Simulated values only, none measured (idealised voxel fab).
voxel released beams: a process module
Each square cell in cross-section cut measures 5 nm, and the section as a whole is 300 nm wide.
In this document a cross-section is written as a grid of square cells. It is given as a series of bands, listed from the top down, and a band is one or more rows of cells. This entry defines a band. It first specifies the height of the band's top and the height of its bottom in nm, and then specifies the band's materials from left to right, stating each material with its width in nm. The word "edge to edge" identifies a single material that fills the band from edge to edge, while the word "air" identifies empty space. Basically, 0 is our baseline, since under it the wafer straight out of the box is all one material. The bottom band has no lower end and keeps on going down, so it looks like "0 and below". The width entry "30 to 40" should be interpreted row by row: the top row of cells in the band takes the first number, the bottom row takes the second number, and the change between adjacent rows is uniform throughout. "nothing changed" after a step means that no cell of the cross-section changed. This entry, "closed voids", enumerates those empty regions of no fewer than 8 cells that possess no open connection to the top. Each region is reported in the form width x height at distance, the distance being taken from the left edge, with all three quantities expressed in nm. Text after the settings on a step's line: the simulator's own remark on that step. The line of a step may include "overlay nm". On a step with a mask, this value is how far to the right of its planned place the mask lay. A negative value means the mask lay to the left.
THESE ARE THE STEPS WE PLANNED FOR THE PROCESS
1 RECEIVE [material Si]
2 CONFORMAL_DEP [material Al2O3] [thk nm 10]
3 DIRECTIONAL_DEP [material SiO2] [thk nm 10]
4 DIRECTIONAL_DEP [material aC] [thk nm 10]
5 PATTERN [tone open] [mask id ANCHOR] [material resist] [width nm 40] [thk nm 25] [overlay nm 0]
6 DIRECTIONAL_ETCH [etch materials aC] [depth nm 10]
7 STRIP [etch materials resist]
8 DIRECTIONAL_ETCH [etch materials SiO2] [depth nm 10]
9 STRIP [etch materials aC]
10 CONFORMAL_DEP [material SiN] [thk nm 15]
11 DIRECTIONAL_DEP [material aC] [thk nm 15]
12 PATTERN [tone cover] [mask id BEAM] [material resist] [width nm 100] [thk nm 30] [overlay nm 0]
13 DIRECTIONAL_ETCH [etch materials aC] [depth nm 15]
14 STRIP [etch materials resist]
15 DIRECTIONAL_ETCH [etch materials SiN] [depth nm 15]
16 STRIP [etch materials aC]
17 STRIP [etch materials SiO2]
CROSS-SECTION OF THE WAFER AT RECEIPT, WHICH IS THE CONDITION AFTER STEP 1
> 0 and below  Si edge to edge
> closed voids: none
END-OF-MODULE XS, FIRST OF TWO WAFERS, RUN AS PLANNED
> 35 down to 25  air: 95, then SiN: 20, then air: 10, then SiN: 70, then air: 105
> 25 down to 20  air: 95, then SiN: 100, then air: 105
> 20 down to 10  air: 100, then SiN: 40, then air: 160
> 10 down to 0  Al2O3 edge to edge
> 0 and below  Si edge to edge
> closed voids: none
MODULE END: CROSS-SECTION OF WAFER TWO OF TWO. SAME START AND PROCESS PLAN AS THE FIRST WAFER. ONE MISTAKE DURING EXECUTION
> 40 down to 30  air: 95, then SiN: 20, then air: 10, then SiN: 70, then air: 105
> 30 down to 25  air: 95, then SiN: 100, then air: 105
> 25 down to 15  air: 100, then SiN: 40, then air: 160
> 15 down to 0  Al2O3 edge to edge
> 0 and below  Si edge to edge
> closed voids: none
Finding, execution versus plan: in deviation from the planned setting, step 2 was conducted as CONFORMAL_DEP [material Al2O3] [thk nm 15]
The closing comparison, in cells, has the second wafer with more or fewer of some materials than the first: Al2O3 +60
